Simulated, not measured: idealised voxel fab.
process module | voxel self aligned contacts
cross-section cut | 260 nm wide | cells 5 nm
A cross-section is a grid of square cells, given in bands from the top down. A band is one or more rows of cells.
Each band's line starts with the height of the band's top and of its bottom, in nm. Then come its materials from left to right, each with its width in nm. One material with "throughout" fills the band from edge to edge. "air" is empty space.
Height 0 is the level under which the wafer as received is all one material. The lowest band goes on downwards, as in "0 down".
A width such as "30 to 40" changes by the same amount from each row of cells to the next, from the band's top row to its bottom row.
"no change" after a step means that no cell of the cross-section changed.
closed voids: empty space of 8 cells or more with no open way to the top, each as width x height at its distance from the left edge, in nm
after a step's settings: what the simulator itself notes on the step
overlay nm, on a step with a mask: how far to the right of its planned place the mask lay; to the left if negative
plan
1 op RECEIVE | material Si
2 op OXIDIZE | depth nm 5
3 op DIRECTIONAL_DEP | material polySi | thk nm 20
4 op DIRECTIONAL_DEP | material SiN | thk nm 20
5 op DIRECTIONAL_DEP | material aC | thk nm 15
6 op PATTERN | tone cover | mask id GATE | material resist | width nm 25 | pitch nm 50 | thk nm 30 | overlay nm 0
7 op DIRECTIONAL_ETCH | etch materials aC | depth nm 15
8 op STRIP | etch materials resist
9 op DIRECTIONAL_ETCH | etch materials SiN | depth nm 20
10 op DIRECTIONAL_ETCH | etch materials polySi | depth nm 20
11 op STRIP | etch materials aC
12 op CONFORMAL_DEP | material SiN | thk nm 5
13 op DIRECTIONAL_ETCH | etch materials SiN | depth nm 5
14 op FILL_DEP | material SiO2 | thk nm 15
15 op CMP | height nm 45
16 op DIRECTIONAL_DEP | material aC | thk nm 15
17 op PATTERN | tone open | mask id CONTACT | material resist | width nm 35 | thk nm 30 | overlay nm 0
18 op DIRECTIONAL_ETCH | etch materials aC | depth nm 15
19 op STRIP | etch materials resist
20 op DIRECTIONAL_ETCH | etch materials SiO2 | depth nm 50
21 op STRIP | etch materials aC
22 op CONFORMAL_DEP | material TiN | thk nm 5
23 op FILL_DEP | material W | thk nm 5
24 op CMP | height nm 45
25 op CONFORMAL_DEP | material SiN | thk nm 5
as received, after step 1
  0 down: Si throughout
  closed voids: none
first wafer at the end, as planned
  50 to 45: SiN throughout
  45 to 40: SiO2 110 | TiN 15 | W 5 | TiN 15 | SiO2 115
  40 to 20: SiO2 85 | SiN 35 | TiN 5 | W 5 | TiN 5 | SiN 35 | SiO2 90
  20 to 0: SiO2 85 | SiN 5 | polySi 25 | SiN 5 | TiN 5 | W 5 | TiN 5 | SiN 5 | polySi 25 | SiN 5 | SiO2 90
  0 to -5: SiO2 120 | TiN 15 | SiO2 125
  -5 down: Si throughout
  closed voids: none
second wafer at the end: like start, like plan, one mistake
  50 to 45: SiN throughout
  45 to 35: SiO2 85 | SiN 35 | TiN 5 | W 5 | TiN 5 | SiN 35 | SiO2 90
  35 to 30: SiO2 85 | SiN 35 | TiN 15 | SiN 35 | SiO2 90
  30 to 20: SiN throughout
  20 to 0: polySi throughout
  0 to -5: SiO2 throughout
  -5 down: Si throughout
  closed voids: none
what went wrong: step 4 ran as: op DIRECTIONAL_DEP | material SiN | thk nm 30
at the end the second wafer has, in cells: 74 more of SiN | 217 fewer of SiO2 | 18 fewer of TiN | 7 fewer of W | 168 more of polySi
